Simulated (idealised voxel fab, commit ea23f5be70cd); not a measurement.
The document below concerns the process module designated voxel spacer lines.
We display cut, a cross-section 225 nm in width whose square cells are each 5 nm.
Just so we're on the same page, the cross-sections are grids of square cells, and they're listed out in bands top to bottom, each band one or more rows deep.
Heads up on the band format: heights come first, top then bottom, in nm. After that it's the materials left to right, each with its width in nm. A single material flagged "throughout" fills the whole band edge to edge, and "empty" means there's empty space there.
Heights from 0 (as-received wafer is one material below). Bottom band endless downward, as "z 0 and below".
You'd read "30..40" like this: the band's top row of cells is as wide as the first number, its bottom row is as wide as the second, and going down, every row changes width by the same amount as the row before did.
No cell of the cross-section changed in a step that is given as "same as before".
You'll see "Closed voids list" listing empty spaces that have no way open to the top, as long as they're 8 cells or more; the notation is width x height at distance, where the distance is from the left edge, and all of it is in nm.
Where a step's line continues beyond its settings, the continuation is a remark by the simulator itself on that step.
overlay nm: right-of-plan distance of the mask on a masked step; negative values mean left-of-plan.

[The following list gives the planned process steps]
1. op RECEIVE | material Si
2. op CONFORMAL_DEP | material SiO2 | thk nm 5
3. op DIRECTIONAL_DEP | material polySi | thk nm 20
4. op DIRECTIONAL_DEP | material aC | thk nm 25
5. op PATTERN | tone cover | mask id MANDREL | material resist | width nm 15 | pitch nm 60 | thk nm 30 | overlay nm 0
6. op DIRECTIONAL_ETCH | etch materials aC | depth nm 25
7. op STRIP | etch materials resist
8. op CONFORMAL_DEP | material SiN | thk nm 15
9. op DIRECTIONAL_ETCH | etch materials SiN | depth nm 15
10. op STRIP | etch materials aC
11. op DIRECTIONAL_ETCH | etch materials polySi | depth nm 20
12. op STRIP | etch materials SiN

[Cross-section of the wafer as it came to us, i.e., already through step 1]
	z 0 and below | Si throughout
	Closed voids list: none

[The following cross-section depicts the wafer upon conclusion of the module. Processing commenced from the starting condition illustrated above and adhered to the plan illustrated above, save for one mistake in execution]
	z 30 to 5 | polySi throughout
	z 5 to 0 | SiO2 throughout
	z 0 and below | Si throughout
	Closed voids list: none
What was the processing mistake? it should be noted that step 4 was executed with settings other than those planned, the operation and settings actually applied being op DIRECTIONAL_DEP | material polySi | thk nm 25
